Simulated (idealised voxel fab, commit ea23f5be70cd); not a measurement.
The process module that follows is named voxel wiring stack.
Section cut is 210 nm wide and gridded with 5 nm square cells.
For the purposes of this document, a cross-section shall be understood as a grid of square cells, specified as bands listed in top-to-bottom order, each band consisting of one or more rows of cells.
Heights first: top, then bottom, in nm. Then materials, left to right, each with a width in nm. "everywhere" on a single material: fills the band edge to edge. "blank": empty space.
Zero point of the height axis is 0; under it, received wafer = one material. Lowest band: continues down indefinitely, "from 0 down".
The two numbers in a width such as "30 to 40" mark its ends across the band: the first belongs to the top row of cells, the second to the bottom row, and from each row to the next the width moves by the same amount.
"stayed the same" after a step means that no cell of the cross-section changed.
The entry "Closed internal cavities" lists the empty spaces that cover at least 8 cells and have no open path to the top. Each is written as width x height at distance, where the distance is measured from the left edge and all three values are in nm.
That trailing text on a step's line, after the settings, is the simulator's own remark on the step.
overlay nm: step with mask; distance mask lay right of planned place; negative value = left of planned place.

The following list gives the planned process steps:
1,op RECEIVE | material Si
2,op CONFORMAL_DEP | material SiO2 | thk nm 15
3,op CONFORMAL_DEP | material SiN | thk nm 5
4,op DIRECTIONAL_DEP | material SiO2 | thk nm 15
5,op PATTERN | tone open | mask id METAL_1 | material resist | width nm 25 | pitch nm 50 | thk nm 20 | overlay nm 0
6,op DIRECTIONAL_ETCH | etch materials SiO2 | depth nm 15
7,op DIRECTIONAL_ETCH | etch materials SiN | depth nm 5
8,op STRIP | etch materials resist
9,op CONFORMAL_DEP | material TiN | thk nm 5
10,op FILL_DEP | material Cu | thk nm 5
11,op CMP | height nm 35
12,op CONFORMAL_DEP | material SiCN | thk nm 5
13,op DIRECTIONAL_DEP | material lowk | thk nm 25
14,op DIRECTIONAL_DEP | material aC | thk nm 10
15,op PATTERN | tone open | mask id METAL_2_HOLES | material resist | width nm 15 | pitch nm 50 | thk nm 25 | overlay nm 0
16,op DIRECTIONAL_ETCH | etch materials aC | depth nm 10
17,op STRIP | etch materials resist
18,op DIRECTIONAL_ETCH | etch materials lowk | depth nm 25
19,op STRIP | etch materials aC
20,op PATTERN | tone open | mask id METAL_2 | material resist | width nm 25 | pitch nm 50 | thk nm 20 | overlay nm 0
21,op DIRECTIONAL_ETCH | etch materials lowk | depth nm 15
22,op DIRECTIONAL_ETCH | etch materials SiCN | depth nm 5
23,op STRIP | etch materials resist
24,op CONFORMAL_DEP | material TiN | thk nm 5
25,op FILL_DEP | material Cu | thk nm 5
26,op CMP | height nm 65
27,op CONFORMAL_DEP | material SiCN | thk nm 5
28,op DIRECTIONAL_DEP | material lowk | thk nm 30
29,op MASKED_ETCH | tone open | mask id METAL_3 | width nm 25 | pitch nm 50 | etch materials lowk | depth nm 15 | overlay nm 0
30,op DIRECTIONAL_DEP | material aC | thk nm 15
31,op PATTERN | tone open | mask id METAL_3_HOLES | material resist | width nm 15 | pitch nm 50 | thk nm 30 | overlay nm 0
32,op DIRECTIONAL_ETCH | etch materials aC | depth nm 15
33,op STRIP | etch materials resist
34,op DIRECTIONAL_ETCH | etch materials lowk | depth nm 15
35,op DIRECTIONAL_ETCH | etch materials SiCN | depth nm 5
36,op STRIP | etch materials aC
37,op CONFORMAL_DEP | material TiN | thk nm 5
38,op FILL_DEP | material Cu | thk nm 10
39,op CMP | height nm 100
40,op CONFORMAL_DEP | material SiN | thk nm 5

Here's what the wafer looked like in cross-section when it arrived - that's after step 1:
  from 0 down  Si everywhere
  Closed internal cavities: none

Sectioned view, first of two wafers, at the close of the module, processed as intended in the plan:
  from 105 to 100  SiN everywhere
  from 100 to 90  lowk 65 nm | TiN 5 nm | Cu 15 nm | TiN 5 nm | lowk 25 nm | TiN 5 nm | Cu 15 nm | TiN 5 nm | lowk 70 nm
  from 90 to 85  lowk 65 nm | TiN 5 nm | Cu 5 nm | TiN 15 nm | lowk 25 nm | TiN 5 nm | Cu 5 nm | TiN 15 nm | lowk 70 nm
  from 85 to 70  lowk 65 nm | TiN 5 nm | Cu 5 nm | TiN 5 nm | lowk 35 nm | TiN 5 nm | Cu 5 nm | TiN 5 nm | lowk 80 nm
  from 70 to 65  SiCN 65 nm | TiN 15 nm | SiCN 35 nm | TiN 15 nm | SiCN 80 nm
  from 65 to 55  lowk 65 nm | TiN 5 nm | Cu 15 nm | TiN 5 nm | lowk 25 nm | TiN 5 nm | Cu 15 nm | TiN 5 nm | lowk 70 nm
  from 55 to 50  lowk 65 nm | TiN 5 nm | Cu 5 nm | TiN 15 nm | lowk 25 nm | TiN 5 nm | Cu 5 nm | TiN 15 nm | lowk 70 nm
  from 50 to 40  lowk 65 nm | TiN 5 nm | Cu 5 nm | TiN 5 nm | lowk 35 nm | TiN 5 nm | Cu 5 nm | TiN 5 nm | lowk 80 nm
  from 40 to 35  SiCN 65 nm | TiN 15 nm | SiCN 35 nm | TiN 15 nm | SiCN 80 nm
  from 35 to 20  SiO2 65 nm | TiN 5 nm | Cu 15 nm | TiN 5 nm | SiO2 25 nm | TiN 5 nm | Cu 15 nm | TiN 5 nm | SiO2 70 nm
  from 20 to 15  SiN 65 nm | TiN 25 nm | SiN 25 nm | TiN 25 nm | SiN 70 nm
  from 15 to 0  SiO2 everywhere
  from 0 down  Si everywhere
  Closed internal cavities: none

End of module, second wafer, cross-section. Started like the first, planned like the first, run with one mistake:
  from 105 to 100  SiN everywhere
  from 100 to 90  lowk 65 nm | TiN 5 nm | Cu 15 nm | TiN 5 nm | lowk 25 nm | TiN 5 nm | Cu 15 nm | TiN 5 nm | lowk 70 nm
  from 90 to 85  lowk 65 nm | TiN 5 nm | Cu 5 nm | TiN 15 nm | lowk 25 nm | TiN 5 nm | Cu 5 nm | TiN 15 nm | lowk 70 nm
  from 85 to 70  lowk 65 nm | TiN 5 nm | Cu 5 nm | TiN 5 nm | lowk 35 nm | TiN 5 nm | Cu 5 nm | TiN 5 nm | lowk 80 nm
  from 70 to 65  SiCN 65 nm | TiN 15 nm | SiCN 35 nm | TiN 15 nm | SiCN 80 nm
  from 65 to 55  lowk 65 nm | TiN 5 nm | Cu 15 nm | TiN 5 nm | lowk 25 nm | TiN 5 nm | Cu 15 nm | TiN 5 nm | lowk 70 nm
  from 55 to 50  lowk 65 nm | TiN 5 nm | Cu 5 nm | TiN 15 nm | lowk 25 nm | TiN 5 nm | Cu 5 nm | TiN 15 nm | lowk 70 nm
  from 50 to 40  lowk 65 nm | TiN 5 nm | Cu 5 nm | TiN 5 nm | lowk 35 nm | TiN 5 nm | Cu 5 nm | TiN 5 nm | lowk 80 nm
  from 40 to 35  SiCN 65 nm | TiN 15 nm | SiCN 35 nm | TiN 15 nm | SiCN 80 nm
  from 35 to 25  SiO2 65 nm | TiN 5 nm | Cu 15 nm | TiN 5 nm | SiO2 25 nm | TiN 5 nm | Cu 15 nm | TiN 5 nm | SiO2 70 nm
  from 25 to 20  SiO2 65 nm | TiN 25 nm | SiO2 25 nm | TiN 25 nm | SiO2 70 nm
  from 20 to 5  SiO2 everywhere
  from 5 to 0  SiN everywhere
  from 0 down  Si everywhere
  Closed internal cavities: none
what went wrong: steps 2 and 3: order swapped relative to plan
End check, counted in cells, second wafer has more or fewer of these materials than the first: Cu: 6 fewer | SiN: 10 more | TiN: 4 fewer
